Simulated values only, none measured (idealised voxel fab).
Documented hereafter: the process module known as voxel wiring stack.
It is cross-section cut that appears here, measuring 235 nm in width, its square cells being 5 nm in size.
Each cross-section below is a grid of square cells, stated as bands in top-down order, with one or more rows of cells making up each band.
Heads up on the band format: heights come first, top then bottom, in nm. After that it's the materials left to right, each with its width in nm. A single material flagged "edge to edge" fills the whole band edge to edge, and "blank" means there's empty space there.
Heights are expressed relative to 0, this being the level below which the as-received wafer comprises one material exclusively. The lowest band is unbounded in the downward direction and is denoted as in "0..down".
Top row gets the first number, bottom row gets the second, and each row in between changes by the same step: that is how a band width like "30->40" works.
"nothing got changed" -> step changed no cross-section cell.
"Closed void entries": sealed empty spaces, 8 cells or more, no open way to top, listed width x height at distance, with distance from the left edge and width, height and distance in nm.
What comes after the settings on a step's line is commentary from the simulator itself on that step.
On any step carrying a mask, the "overlay nm" setting, if present on the step's line, tells how far right of its planned place the mask lay; negative values point to the left.

The following list gives the planned process steps:
- 1: RECEIVE (material Si)
- 2: CONFORMAL_DEP (material SiO2; thk nm 10)
- 3: DIRECTIONAL_DEP (material TiN; thk nm 5)
- 4: DIRECTIONAL_DEP (material W; thk nm 15)
- 5: MASKED_ETCH (tone cover; mask id METAL_1; width nm 20; pitch nm 50; etch materials W; depth nm 15; overlay nm 0)
- 6: MASKED_ETCH (tone cover; mask id METAL_1; width nm 20; pitch nm 50; etch materials TiN; depth nm 5; overlay nm 0)
- 7: FILL_DEP (material SiO2; thk nm 10)
- 8: CMP (height nm 30)
- 9: CONFORMAL_DEP (material SiCN; thk nm 5)
- 10: DIRECTIONAL_DEP (material lowk; thk nm 25)
- 11: MASKED_ETCH (tone open; mask id METAL_2; width nm 20; pitch nm 50; etch materials lowk; depth nm 15; overlay nm -15)
- 12: PATTERN (tone open; mask id METAL_2_HOLES; material resist; width nm 15; pitch nm 50; thk nm 15; overlay nm 0)
- 13: DIRECTIONAL_ETCH (etch materials lowk; depth nm 10)
- 14: DIRECTIONAL_ETCH (etch materials SiCN; depth nm 5)
- 15: STRIP (etch materials resist)
- 16: CONFORMAL_DEP (material TiN; thk nm 5)
- 17: FILL_DEP (material Ru; thk nm 5)
- 18: CMP (height nm 60)
- 19: CONFORMAL_DEP (material SiCN; thk nm 5)
- 20: DIRECTIONAL_DEP (material SiO2; thk nm 20)
- 21: MASKED_ETCH (tone open; mask id PLUG_2; width nm 15; pitch nm 100; etch materials SiO2; depth nm 20; overlay nm 0)
- 22: MASKED_ETCH (tone open; mask id PLUG_2; width nm 15; pitch nm 100; etch materials SiCN; depth nm 5; overlay nm 0)
- 23: CONFORMAL_DEP (material TiN; thk nm 5)
- 24: FILL_DEP (material Cu; thk nm 5)
- 25: CMP (height nm 85)
- 26: CONFORMAL_DEP (material SiN; thk nm 5)
- 27: DIRECTIONAL_DEP (material lowk; thk nm 20)
- 28: DIRECTIONAL_DEP (material aC; thk nm 10)
- 29: PATTERN (tone open; mask id METAL_3; material resist; width nm 20; pitch nm 50; thk nm 30; overlay nm 0)
- 30: DIRECTIONAL_ETCH (etch materials aC; depth nm 10)
- 31: STRIP (etch materials resist)
- 32: DIRECTIONAL_ETCH (etch materials lowk; depth nm 20)
- 33: DIRECTIONAL_ETCH (etch materials SiN; depth nm 5)
- 34: STRIP (etch materials aC)
- 35: CONFORMAL_DEP (material TiN; thk nm 5)
- 36: FILL_DEP (material Cu; thk nm 5)
- 37: CMP (height nm 110)
- 38: EPI (material Ru; thk nm 5)
- 39: FILL_DEP (material SiCN; thk nm 5)
The wafers are alike at the start. At step 11, their overlay nm differs. The plan lists the first wafer's value.

Cross-section, first of several wafers, as delivered after step 1:
  0..down = Si edge to edge
  Closed void entries: none

Rows = wafers. At module end, each row lists per material the cells gained (+) or lost (-) since the wafer was received, then the closed voids:
overlay nm -15 | +40 Cu | +48 Ru | +154 SiCN | +31 SiN | +382 SiO2 | +138 TiN | +48 W | +287 lowk | Closed void entries: none
overlay nm -10 | +40 Cu | +44 Ru | +150 SiCN | +31 SiN | +382 SiO2 | +146 TiN | +48 W | +287 lowk | Closed void entries: none
overlay nm -5 | +40 Cu | +52 Ru | +146 SiCN | +31 SiN | +382 SiO2 | +142 TiN | +48 W | +287 lowk | Closed void entries: none
overlay nm 0 | +40 Cu | +52 Ru | +146 SiCN | +31 SiN | +382 SiO2 | +142 TiN | +48 W | +287 lowk | Closed void entries: none
overlay nm 5 | +40 Cu | +44 Ru | +150 SiCN | +31 SiN | +382 SiO2 | +146 TiN | +48 W | +287 lowk | Closed void entries: none
overlay nm 10 | +40 Cu | +48 Ru | +154 SiCN | +31 SiN | +382 SiO2 | +138 TiN | +48 W | +287 lowk | Closed void entries: none
overlay nm 15 | +40 Cu | +52 Ru | +158 SiCN | +31 SiN | +382 SiO2 | +130 TiN | +48 W | +287 lowk | Closed void entries: none
